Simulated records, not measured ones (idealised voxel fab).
The process module that follows is named voxel wiring stack.
Shown is cross-section cut, with a width of 200 nm and square cells of size 5 nm.
If you're reading a cross-section in this doc, picture square cells in a grid; it comes to you as bands, top ones listed first down to the bottom, and a band can be one or more rows of cells.
In this notation a band is specified by the heights of its top and bottom, in that order and in nm, after which its materials appear from left to right, each paired with its width in nm. The word "all across" attached to a single material means that material fills the band from edge to edge; the word "empty" stands for empty space.
For the purposes of this specification, 0 denotes the height below which the wafer in its as-received condition is composed wholly of one material, and the lowermost band, lacking a lower limit, extends downward without end, as expressed in "0..down".
It should be noted that a width expressed as "30 to 40" varies in equal increments from row to row of cells within the band, taking the value of the first number at the top row and that of the second number at the bottom row.
Take "everything unchanged" at face value: in the step it is given for, the cross-section changed in none of its cells.
Enclosed voids (no open way to top), threshold 8 cells or more, entry "Enclosed internal voids", notation width x height at distance, distance from left edge, nm.
Where a step's line continues beyond its settings, the continuation is a remark by the simulator itself on that step.
"overlay nm", when on a step's line for a step with a mask, measures how far to the right of its planned place the mask lay; a negative measure means to the left.

PROCESS STEPS FORESEEN IN THE PLAN
1) RECEIVE,material Si
2) CONFORMAL_DEP,material SiO2,thk nm 15
3) CONFORMAL_DEP,material SiCN,thk nm 5
4) DIRECTIONAL_DEP,material lowk,thk nm 20
5) DIRECTIONAL_DEP,material aC,thk nm 10
6) PATTERN,tone open,mask id METAL_1,material resist,width nm 25,pitch nm 40,thk nm 25,overlay nm 0
7) DIRECTIONAL_ETCH,etch materials aC,depth nm 10
8) STRIP,etch materials resist
9) DIRECTIONAL_ETCH,etch materials lowk,depth nm 20
10) DIRECTIONAL_ETCH,etch materials SiCN,depth nm 5
11) STRIP,etch materials aC
12) CONFORMAL_DEP,material TiN,thk nm 5
13) FILL_DEP,material Ru,thk nm 10
14) CMP,height nm 40
15) CONFORMAL_DEP,material SiCN,thk nm 5
16) DIRECTIONAL_DEP,material lowk,thk nm 35
17) DIRECTIONAL_DEP,material aC,thk nm 15
18) PATTERN,tone open,mask id METAL_2_HOLES,material resist,width nm 15,pitch nm 40,thk nm 30,overlay nm 0
19) DIRECTIONAL_ETCH,etch materials aC,depth nm 15
20) STRIP,etch materials resist
21) DIRECTIONAL_ETCH,etch materials lowk,depth nm 35
22) STRIP,etch materials aC
23) DIRECTIONAL_DEP,material aC,thk nm 10
24) PATTERN,tone open,mask id METAL_2,material resist,width nm 25,pitch nm 40,thk nm 25,overlay nm 0
25) DIRECTIONAL_ETCH,etch materials aC,depth nm 10
26) STRIP,etch materials resist
27) DIRECTIONAL_ETCH,etch materials lowk,depth nm 20
28) DIRECTIONAL_ETCH,etch materials SiCN,depth nm 5
29) STRIP,etch materials aC
30) CONFORMAL_DEP,material TiN,thk nm 5
31) FILL_DEP,material Cu,thk nm 5
32) CMP,height nm 80
33) CONFORMAL_DEP,material SiCN,thk nm 5
34) DIRECTIONAL_DEP,material lowk,thk nm 10
35) MASKED_ETCH,tone open,mask id PLUG_2,width nm 15,pitch nm 80,etch materials lowk,depth nm 10,overlay nm 0
36) MASKED_ETCH,tone open,mask id PLUG_2,width nm 15,pitch nm 80,etch materials SiCN,depth nm 5,overlay nm 0
37) CONFORMAL_DEP,material TiN,thk nm 5
38) FILL_DEP,material W,thk nm 10
39) CMP,height nm 95
40) DIRECTIONAL_DEP,material TiN,thk nm 5
41) DIRECTIONAL_DEP,material Ru,thk nm 25
42) PATTERN,tone cover,mask id METAL_3,material resist,width nm 25,pitch nm 40,thk nm 20,overlay nm 0
43) DIRECTIONAL_ETCH,etch materials Ru,depth nm 25
44) DIRECTIONAL_ETCH,etch materials TiN,depth nm 5
45) STRIP,etch materials resist
46) FILL_DEP,material lowk,thk nm 10
47) CMP,height nm 125
48) CONFORMAL_DEP,material SiCN,thk nm 5

THE FOLLOWING PERTAINS TO THE FIRST OF TWO WAFERS, WHICH WAS PROCESSED AS PLANNED

SO THIS IS THE INCOMING WAFER IN CROSS-SECTION - IT'S ALREADY BEEN THROUGH STEP 1
	0..down  Si all across
	Enclosed internal voids: none

AFTER STEP 2, IN CROSS-SECTION
	15..0  SiO2 all across
	Heights below 0 show no change.

AFTER STEP 3, IN CROSS-SECTION
	20..15  SiCN all across
	Heights below 15 show no change.

AFTER STEP 4, IN CROSS-SECTION
	40..20  lowk all across
	Heights below 20 show no change.

AFTER STEP 5, IN CROSS-SECTION
	50..40  aC all across
	Heights below 40 show no change.

AFTER STEP 6, IN CROSS-SECTION
	75..50  resist: 25 | empty: 25 | resist: 15 | empty: 25 | resist: 15 | empty: 25 | resist: 15 | empty: 25 | resist: 30
	Heights below 50 show no change.

AFTER STEP 7, IN CROSS-SECTION
	65..50  resist: 25 | empty: 25 | resist: 15 | empty: 25 | resist: 15 | empty: 25 | resist: 15 | empty: 25 | resist: 30
	50..40  aC: 25 | empty: 25 | aC: 15 | empty: 25 | aC: 15 | empty: 25 | aC: 15 | empty: 25 | aC: 30
	Heights below 40 show no change.

AFTER STEP 8, IN CROSS-SECTION
	50..40  aC: 25 | empty: 25 | aC: 15 | empty: 25 | aC: 15 | empty: 25 | aC: 15 | empty: 25 | aC: 30
	Heights below 40 show no change.

AFTER STEP 9, IN CROSS-SECTION
	50..40  aC: 25 | empty: 25 | aC: 15 | empty: 25 | aC: 15 | empty: 25 | aC: 15 | empty: 25 | aC: 30
	40..20  lowk: 25 | empty: 25 | lowk: 15 | empty: 25 | lowk: 15 | empty: 25 | lowk: 15 | empty: 25 | lowk: 30
	Heights below 20 show no change.

AFTER STEP 10, IN CROSS-SECTION
	50..40  aC: 25 | empty: 25 | aC: 15 | empty: 25 | aC: 15 | empty: 25 | aC: 15 | empty: 25 | aC: 30
	40..20  lowk: 25 | empty: 25 | lowk: 15 | empty: 25 | lowk: 15 | empty: 25 | lowk: 15 | empty: 25 | lowk: 30
	20..15  SiCN: 25 | empty: 25 | SiCN: 15 | empty: 25 | SiCN: 15 | empty: 25 | SiCN: 15 | empty: 25 | SiCN: 30
	Heights below 15 show no change.

AFTER STEP 11, IN CROSS-SECTION
	40..20  lowk: 25 | empty: 25 | lowk: 15 | empty: 25 | lowk: 15 | empty: 25 | lowk: 15 | empty: 25 | lowk: 30
	Heights below 20 show no change.

AFTER STEP 12, IN CROSS-SECTION
	45..40  TiN: 30 | empty: 15 | TiN: 25 | empty: 15 | TiN: 25 | empty: 15 | TiN: 25 | empty: 15 | TiN: 35
	40..20  lowk: 25 | TiN: 5 | empty: 15 | TiN: 5 | lowk: 15 | TiN: 5 | empty: 15 | TiN: 5 | lowk: 15 | TiN: 5 | empty: 15 | TiN: 5 | lowk: 15 | TiN: 5 | empty: 15 | TiN: 5 | lowk: 30
	20..15  SiCN: 25 | TiN: 25 | SiCN: 15 | TiN: 25 | SiCN: 15 | TiN: 25 | SiCN: 15 | TiN: 25 | SiCN: 30
	Heights below 15 show no change.

AFTER STEP 13, IN CROSS-SECTION
	55..45  Ru all across
	45..40  TiN: 30 | Ru: 15 | TiN: 25 | Ru: 15 | TiN: 25 | Ru: 15 | TiN: 25 | Ru: 15 | TiN: 35
	40..20  lowk: 25 | TiN: 5 | Ru: 15 | TiN: 5 | lowk: 15 | TiN: 5 | Ru: 15 | TiN: 5 | lowk: 15 | TiN: 5 | Ru: 15 | TiN: 5 | lowk: 15 | TiN: 5 | Ru: 15 | TiN: 5 | lowk: 30
	Heights below 20 show no change.

AFTER STEP 14, IN CROSS-SECTION
	40..20  lowk: 25 | TiN: 5 | Ru: 15 | TiN: 5 | lowk: 15 | TiN: 5 | Ru: 15 | TiN: 5 | lowk: 15 | TiN: 5 | Ru: 15 | TiN: 5 | lowk: 15 | TiN: 5 | Ru: 15 | TiN: 5 | lowk: 30
	Heights below 20 show no change.

AFTER STEP 15, IN CROSS-SECTION
	45..40  SiCN all across
	Heights below 40 show no change.

AFTER STEP 16, IN CROSS-SECTION
	80..45  lowk all across
	Heights below 45 show no change.

AFTER STEP 17, IN CROSS-SECTION
	95..80  aC all across
	Heights below 80 show no change.

AFTER STEP 18, IN CROSS-SECTION
	125..95  resist: 25 | empty: 15 | resist: 25 | empty: 15 | resist: 25 | empty: 15 | resist: 25 | empty: 15 | resist: 40
	Heights below 95 show no change.

AFTER STEP 19, IN CROSS-SECTION
	110..95  resist: 25 | empty: 15 | resist: 25 | empty: 15 | resist: 25 | empty: 15 | resist: 25 | empty: 15 | resist: 40
	95..80  aC: 25 | empty: 15 | aC: 25 | empty: 15 | aC: 25 | empty: 15 | aC: 25 | empty: 15 | aC: 40
	Heights below 80 show no change.

AFTER STEP 20, IN CROSS-SECTION
	95..80  aC: 25 | empty: 15 | aC: 25 | empty: 15 | aC: 25 | empty: 15 | aC: 25 | empty: 15 | aC: 40
	Heights below 80 show no change.

AFTER STEP 21, IN CROSS-SECTION
	95..80  aC: 25 | empty: 15 | aC: 25 | empty: 15 | aC: 25 | empty: 15 | aC: 25 | empty: 15 | aC: 40
	80..45  lowk: 25 | empty: 15 | lowk: 25 | empty: 15 | lowk: 25 | empty: 15 | lowk: 25 | empty: 15 | lowk: 40
	Heights below 45 show no change.

AFTER STEP 22, IN CROSS-SECTION
	80..45  lowk: 25 | empty: 15 | lowk: 25 | empty: 15 | lowk: 25 | empty: 15 | lowk: 25 | empty: 15 | lowk: 40
	Heights below 45 show no change.

AFTER STEP 23, IN CROSS-SECTION
	90..80  aC: 25 | empty: 15 | aC: 25 | empty: 15 | aC: 25 | empty: 15 | aC: 25 | empty: 15 | aC: 40
	80..55  lowk: 25 | empty: 15 | lowk: 25 | empty: 15 | lowk: 25 | empty: 15 | lowk: 25 | empty: 15 | lowk: 40
	55..45  lowk: 25 | aC: 15 | lowk: 25 | aC: 15 | lowk: 25 | aC: 15 | lowk: 25 | aC: 15 | lowk: 40
	Heights below 45 show no change.

AFTER STEP 24, IN CROSS-SECTION
	115..90  resist: 25 | empty: 25 | resist: 15 | empty: 25 | resist: 15 | empty: 25 | resist: 15 | empty: 25 | resist: 30
	Heights below 90 show no change.

AFTER STEP 25, IN CROSS-SECTION
	105..90  resist: 25 | empty: 25 | resist: 15 | empty: 25 | resist: 15 | empty: 25 | resist: 15 | empty: 25 | resist: 30
	90..80  aC: 25 | empty: 25 | aC: 15 | empty: 25 | aC: 15 | empty: 25 | aC: 15 | empty: 25 | aC: 30
	80..45  lowk: 25 | empty: 15 | lowk: 25 | empty: 15 | lowk: 25 | empty: 15 | lowk: 25 | empty: 15 | lowk: 40
	Heights below 45 show no change.

AFTER STEP 26, IN CROSS-SECTION
	90..80  aC: 25 | empty: 25 | aC: 15 | empty: 25 | aC: 15 | empty: 25 | aC: 15 | empty: 25 | aC: 30
	Heights below 80 show no change.

AFTER STEP 27, IN CROSS-SECTION
	90..80  aC: 25 | empty: 25 | aC: 15 | empty: 25 | aC: 15 | empty: 25 | aC: 15 | empty: 25 | aC: 30
	80..60  lowk: 25 | empty: 25 | lowk: 15 | empty: 25 | lowk: 15 | empty: 25 | lowk: 15 | empty: 25 | lowk: 30
	Heights below 60 show no change.

AFTER STEP 28, IN CROSS-SECTION
	90..80  aC: 25 | empty: 25 | aC: 15 | empty: 25 | aC: 15 | empty: 25 | aC: 15 | empty: 25 | aC: 30
	80..60  lowk: 25 | empty: 25 | lowk: 15 | empty: 25 | lowk: 15 | empty: 25 | lowk: 15 | empty: 25 | lowk: 30
	60..45  lowk: 25 | empty: 15 | lowk: 25 | empty: 15 | lowk: 25 | empty: 15 | lowk: 25 | empty: 15 | lowk: 40
	45..40  SiCN: 25 | empty: 15 | SiCN: 25 | empty: 15 | SiCN: 25 | empty: 15 | SiCN: 25 | empty: 15 | SiCN: 40
	Heights below 40 show no change.

AFTER STEP 29, IN CROSS-SECTION
	80..60  lowk: 25 | empty: 25 | lowk: 15 | empty: 25 | lowk: 15 | empty: 25 | lowk: 15 | empty: 25 | lowk: 30
	Heights below 60 show no change.

AFTER STEP 30, IN CROSS-SECTION
	85..80  TiN: 30 | empty: 15 | TiN: 25 | empty: 15 | TiN: 25 | empty: 15 | TiN: 25 | empty: 15 | TiN: 35
	80..65  lowk: 25 | TiN: 5 | empty: 15 | TiN: 5 | lowk: 15 | TiN: 5 | empty: 15 | TiN: 5 | lowk: 15 | TiN: 5 | empty: 15 | TiN: 5 | lowk: 15 | TiN: 5 | empty: 15 | TiN: 5 | lowk: 30
	65..60  lowk: 25 | TiN: 5 | empty: 5 | TiN: 15 | lowk: 15 | TiN: 5 | empty: 5 | TiN: 15 | lowk: 15 | TiN: 5 | empty: 5 | TiN: 15 | lowk: 15 | TiN: 5 | empty: 5 | TiN: 15 | lowk: 30
	60..45  lowk: 25 | TiN: 5 | empty: 5 | TiN: 5 | lowk: 25 | TiN: 5 | empty: 5 | TiN: 5 | lowk: 25 | TiN: 5 | empty: 5 | TiN: 5 | lowk: 25 | TiN: 5 | empty: 5 | TiN: 5 | lowk: 40
	45..40  SiCN: 25 | TiN: 15 | SiCN: 25 | TiN: 15 | SiCN: 25 | TiN: 15 | SiCN: 25 | TiN: 15 | SiCN: 40
	Heights below 40 show no change.

AFTER STEP 31, IN CROSS-SECTION
	90..85  Cu all across
	85..80  TiN: 30 | Cu: 15 | TiN: 25 | Cu: 15 | TiN: 25 | Cu: 15 | TiN: 25 | Cu: 15 | TiN: 35
	80..65  lowk: 25 | TiN: 5 | Cu: 15 | TiN: 5 | lowk: 15 | TiN: 5 | Cu: 15 | TiN: 5 | lowk: 15 | TiN: 5 | Cu: 15 | TiN: 5 | lowk: 15 | TiN: 5 | Cu: 15 | TiN: 5 | lowk: 30
	65..60  lowk: 25 | TiN: 5 | Cu: 5 | TiN: 15 | lowk: 15 | TiN: 5 | Cu: 5 | TiN: 15 | lowk: 15 | TiN: 5 | Cu: 5 | TiN: 15 | lowk: 15 | TiN: 5 | Cu: 5 | TiN: 15 | lowk: 30
	60..45  lowk: 25 | TiN: 5 | Cu: 5 | TiN: 5 | lowk: 25 | TiN: 5 | Cu: 5 | TiN: 5 | lowk: 25 | TiN: 5 | Cu: 5 | TiN: 5 | lowk: 25 | TiN: 5 | Cu: 5 | TiN: 5 | lowk: 40
	Heights below 45 show no change.

AFTER STEP 32, IN CROSS-SECTION
	80..65  lowk: 25 | TiN: 5 | Cu: 15 | TiN: 5 | lowk: 15 | TiN: 5 | Cu: 15 | TiN: 5 | lowk: 15 | TiN: 5 | Cu: 15 | TiN: 5 | lowk: 15 | TiN: 5 | Cu: 15 | TiN: 5 | lowk: 30
	Heights below 65 show no change.

AFTER STEP 33, IN CROSS-SECTION
	85..80  SiCN all across
	Heights below 80 show no change.

AFTER STEP 34, IN CROSS-SECTION
	95..85  lowk all across
	Heights below 85 show no change.

AFTER STEP 35, IN CROSS-SECTION
	95..85  lowk: 25 | empty: 15 | lowk: 65 | empty: 15 | lowk: 80
	Heights below 85 show no change.

AFTER STEP 36, IN CROSS-SECTION
	95..85  lowk: 25 | empty: 15 | lowk: 65 | empty: 15 | lowk: 80
	85..80  SiCN: 25 | empty: 15 | SiCN: 65 | empty: 15 | SiCN: 80
	Heights below 80 show no change.

AFTER STEP 37, IN CROSS-SECTION
	100..95  TiN: 30 | empty: 5 | TiN: 75 | empty: 5 | TiN: 85
	95..85  lowk: 25 | TiN: 5 | empty: 5 | TiN: 5 | lowk: 65 | TiN: 5 | empty: 5 | TiN: 5 | lowk: 80
	85..80  SiCN: 25 | TiN: 15 | SiCN: 65 | TiN: 15 | SiCN: 80
	Heights below 80 show no change.

AFTER STEP 38, IN CROSS-SECTION
	110..100  W all across
	100..95  TiN: 30 | W: 5 | TiN: 75 | W: 5 | TiN: 85
	95..85  lowk: 25 | TiN: 5 | W: 5 | TiN: 5 | lowk: 65 | TiN: 5 | W: 5 | TiN: 5 | lowk: 80
	Heights below 85 show no change.

AFTER STEP 39, IN CROSS-SECTION
	95..85  lowk: 25 | TiN: 5 | W: 5 | TiN: 5 | lowk: 65 | TiN: 5 | W: 5 | TiN: 5 | lowk: 80
	Heights below 85 show no change.

AFTER STEP 40, IN CROSS-SECTION
	100..95  TiN all across
	Heights below 95 show no change.

AFTER STEP 41, IN CROSS-SECTION
	125..100  Ru all across
	Heights below 100 show no change.

AFTER STEP 42, IN CROSS-SECTION
	145..125  empty: 25 | resist: 25 | empty: 15 | resist: 25 | empty: 15 | resist: 25 | empty: 15 | resist: 25 | empty: 30
	Heights below 125 show no change.

AFTER STEP 43, IN CROSS-SECTION
	145..125  empty: 25 | resist: 25 | empty: 15 | resist: 25 | empty: 15 | resist: 25 | empty: 15 | resist: 25 | empty: 30
	125..100  empty: 25 | Ru: 25 | empty: 15 | Ru: 25 | empty: 15 | Ru: 25 | empty: 15 | Ru: 25 | empty: 30
	Heights below 100 show no change.

AFTER STEP 44, IN CROSS-SECTION
	145..125  empty: 25 | resist: 25 | empty: 15 | resist: 25 | empty: 15 | resist: 25 | empty: 15 | resist: 25 | empty: 30
	125..100  empty: 25 | Ru: 25 | empty: 15 | Ru: 25 | empty: 15 | Ru: 25 | empty: 15 | Ru: 25 | empty: 30
	100..95  empty: 25 | TiN: 25 | empty: 15 | TiN: 25 | empty: 15 | TiN: 25 | empty: 15 | TiN: 25 | empty: 30
	Heights below 95 show no change.

AFTER STEP 45, IN CROSS-SECTION
	125..100  empty: 25 | Ru: 25 | empty: 15 | Ru: 25 | empty: 15 | Ru: 25 | empty: 15 | Ru: 25 | empty: 30
	Heights below 100 show no change.

AFTER STEP 46, IN CROSS-SECTION
	135..125  lowk all across
	125..100  lowk: 25 | Ru: 25 | lowk: 15 | Ru: 25 | lowk: 15 | Ru: 25 | lowk: 15 | Ru: 25 | lowk: 30
	100..95  lowk: 25 | TiN: 25 | lowk: 15 | TiN: 25 | lowk: 15 | TiN: 25 | lowk: 15 | TiN: 25 | lowk: 30
	Heights below 95 show no change.

AFTER STEP 47, IN CROSS-SECTION
	125..100  lowk: 25 | Ru: 25 | lowk: 15 | Ru: 25 | lowk: 15 | Ru: 25 | lowk: 15 | Ru: 25 | lowk: 30
	Heights below 100 show no change.

AFTER STEP 48, IN CROSS-SECTION
	130..125  SiCN all across
	Heights below 125 show no change.

SECOND WAFER: SAME START AND SAME PLAN AS THE FIRST, ONE EXECUTION ERROR; IDENTICAL TO THE FIRST THROUGH STEP 34

WHAT THE SECOND WAFER LOOKS LIKE IN CROSS-SECTION WHEN STEP 35 SHOULD HAVE WRAPPED UP
	95..85  lowk: 30 | empty: 15 | lowk: 65 | empty: 15 | lowk: 75
	Heights below 85 show no change.

WHAT THE SECOND WAFER LOOKS LIKE IN CROSS-SECTION WHEN STEP 36 SHOULD HAVE WRAPPED UP
	95..85  lowk: 30 | empty: 15 | lowk: 65 | empty: 15 | lowk: 75
	85..80  SiCN: 30 | empty: 10 | SiCN: 70 | empty: 10 | SiCN: 80
	Heights below 80 show no change.

WHAT THE SECOND WAFER LOOKS LIKE IN CROSS-SECTION WHEN STEP 37 SHOULD HAVE WRAPPED UP
	100..95  TiN: 35 | empty: 5 | TiN: 75 | empty: 5 | TiN: 80
	95..90  lowk: 30 | TiN: 5 | empty: 5 | TiN: 5 | lowk: 65 | TiN: 5 | empty: 5 | TiN: 5 | lowk: 75
	90..85  lowk: 30 | TiN: 15 | lowk: 65 | TiN: 15 | lowk: 75
	85..80  SiCN: 30 | TiN: 10 | SiCN: 70 | TiN: 10 | SiCN: 80
	Heights below 80 show no change.

WHAT THE SECOND WAFER LOOKS LIKE IN CROSS-SECTION WHEN STEP 38 SHOULD HAVE WRAPPED UP
	110..100  W all across
	100..95  TiN: 35 | W: 5 | TiN: 75 | W: 5 | TiN: 80
	95..90  lowk: 30 | TiN: 5 | W: 5 | TiN: 5 | lowk: 65 | TiN: 5 | W: 5 | TiN: 5 | lowk: 75
	Heights below 90 show no change.

WHAT THE SECOND WAFER LOOKS LIKE IN CROSS-SECTION WHEN STEP 39 SHOULD HAVE WRAPPED UP
	95..90  lowk: 30 | TiN: 5 | W: 5 | TiN: 5 | lowk: 65 | TiN: 5 | W: 5 | TiN: 5 | lowk: 75
	Heights below 90 show no change.

WHAT THE SECOND WAFER LOOKS LIKE IN CROSS-SECTION WHEN STEP 40 SHOULD HAVE WRAPPED UP
	100..95  TiN all across
	Heights below 95 show no change.

WHAT THE SECOND WAFER LOOKS LIKE IN CROSS-SECTION WHEN STEP 41 SHOULD HAVE WRAPPED UP
	125..100  Ru all across
	Heights below 100 show no change.

WHAT THE SECOND WAFER LOOKS LIKE IN CROSS-SECTION WHEN STEP 42 SHOULD HAVE WRAPPED UP
	145..125  empty: 25 | resist: 25 | empty: 15 | resist: 25 | empty: 15 | resist: 25 | empty: 15 | resist: 25 | empty: 30
	Heights below 125 show no change.

WHAT THE SECOND WAFER LOOKS LIKE IN CROSS-SECTION WHEN STEP 43 SHOULD HAVE WRAPPED UP
	145..125  empty: 25 | resist: 25 | empty: 15 | resist: 25 | empty: 15 | resist: 25 | empty: 15 | resist: 25 | empty: 30
	125..100  empty: 25 | Ru: 25 | empty: 15 | Ru: 25 | empty: 15 | Ru: 25 | empty: 15 | Ru: 25 | empty: 30
	Heights below 100 show no change.

WHAT THE SECOND WAFER LOOKS LIKE IN CROSS-SECTION WHEN STEP 44 SHOULD HAVE WRAPPED UP
	145..125  empty: 25 | resist: 25 | empty: 15 | resist: 25 | empty: 15 | resist: 25 | empty: 15 | resist: 25 | empty: 30
	125..100  empty: 25 | Ru: 25 | empty: 15 | Ru: 25 | empty: 15 | Ru: 25 | empty: 15 | Ru: 25 | empty: 30
	100..95  empty: 25 | TiN: 25 | empty: 15 | TiN: 25 | empty: 15 | TiN: 25 | empty: 15 | TiN: 25 | empty: 30
	Heights below 95 show no change.

WHAT THE SECOND WAFER LOOKS LIKE IN CROSS-SECTION WHEN STEP 45 SHOULD HAVE WRAPPED UP
	125..100  empty: 25 | Ru: 25 | empty: 15 | Ru: 25 | empty: 15 | Ru: 25 | empty: 15 | Ru: 25 | empty: 30
	Heights below 100 show no change.

WHAT THE SECOND WAFER LOOKS LIKE IN CROSS-SECTION WHEN STEP 46 SHOULD HAVE WRAPPED UP
	135..125  lowk all across
	125..100  lowk: 25 | Ru: 25 | lowk: 15 | Ru: 25 | lowk: 15 | Ru: 25 | lowk: 15 | Ru: 25 | lowk: 30
	100..95  lowk: 25 | TiN: 25 | lowk: 15 | TiN: 25 | lowk: 15 | TiN: 25 | lowk: 15 | TiN: 25 | lowk: 30
	Heights below 95 show no change.

WHAT THE SECOND WAFER LOOKS LIKE IN CROSS-SECTION WHEN STEP 47 SHOULD HAVE WRAPPED UP
	125..100  lowk: 25 | Ru: 25 | lowk: 15 | Ru: 25 | lowk: 15 | Ru: 25 | lowk: 15 | Ru: 25 | lowk: 30
	Heights below 100 show no change.

WHAT THE SECOND WAFER LOOKS LIKE IN CROSS-SECTION WHEN STEP 48 SHOULD HAVE WRAPPED UP
	130..125  SiCN all across
	Heights below 125 show no change.
The plan and the run diverged here: step 35 changed vs plan, executed as MASKED_ETCH,tone open,mask id PLUG_2,width nm 15,pitch nm 80,etch materials lowk,depth nm 10,overlay nm 5
The closing comparison, in cells, has the second wafer with more or fewer of some materials than the first: SiCN +2 | W -2
